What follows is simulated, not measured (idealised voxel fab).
Herein follows the process module entitled voxel spacer lines.
Xsec cut, 220 nm wide, square cell size 5 nm.
Just so we're on the same page, the cross-sections are grids of square cells, and they're listed out in bands top to bottom, each band one or more rows deep. First you get the band's top height and its bottom height, in nm, and then the materials it's made of, left to right, with each width in nm. If you see a single material with "full width", that one covers the band edge to edge. "empty" is empty space. Heights from 0 (as-received wafer is one material below). Bottom band endless downward, as "0 down". The two numbers in a width such as "30 to 40" mark its ends across the band: the first belongs to the top row of cells, the second to the bottom row, and from each row to the next the width moves by the same amount. Step marked "no modifications"? Then no cell in the cross-section changed in it. Reported under the label "Trapped void list" are the empty spaces having no open way to the top and comprising 8 cells or more; the notation for each is width x height at distance, in which the distance is measured from the left edge and all three values are in nm. Where a step's line continues beyond its settings, the continuation is a remark by the simulator itself on that step. You can add "overlay nm" to a step's line. For a step with a mask, it describes how far the mask lay to the right of its planned position, and a negative number describes a lay to the left.
Here's what the planned process steps look like
1,RECEIVE (material Si)
2,CONFORMAL_DEP (material Al2O3; thk nm 5)
3,DIRECTIONAL_DEP (material polySi; thk nm 15)
4,DIRECTIONAL_DEP (material aC; thk nm 30)
5,PATTERN (tone cover; mask id MANDREL; material resist; width nm 25; pitch nm 80; thk nm 40; overlay nm 0)
6,DIRECTIONAL_ETCH (etch materials aC; depth nm 30)
7,STRIP (etch materials resist)
8,CONFORMAL_DEP (material SiN; thk nm 15)
9,DIRECTIONAL_ETCH (etch materials SiN; depth nm 15)
10,STRIP (etch materials aC)
11,DIRECTIONAL_ETCH (etch materials polySi; depth nm 15)
12,STRIP (etch materials SiN)
Wafer cross-section on receipt, i.e. after step 1
* 0 down = Si full width
* Trapped void list: none
Post-module cross-section: identical start and plan to those above, one misstep in execution
* 20 to 5 = empty: 5, polySi: 10, empty: 25, polySi: 10, empty: 35, polySi: 10, empty: 25, polySi: 10, empty: 35, polySi: 10, empty: 25, polySi: 10, empty: 10
* 5 to 0 = Al2O3 full width
* 0 down = Si full width
* Trapped void list: none
Error vs. plan: not per plan at step 8, really ran CONFORMAL_DEP (material SiN; thk nm 10)
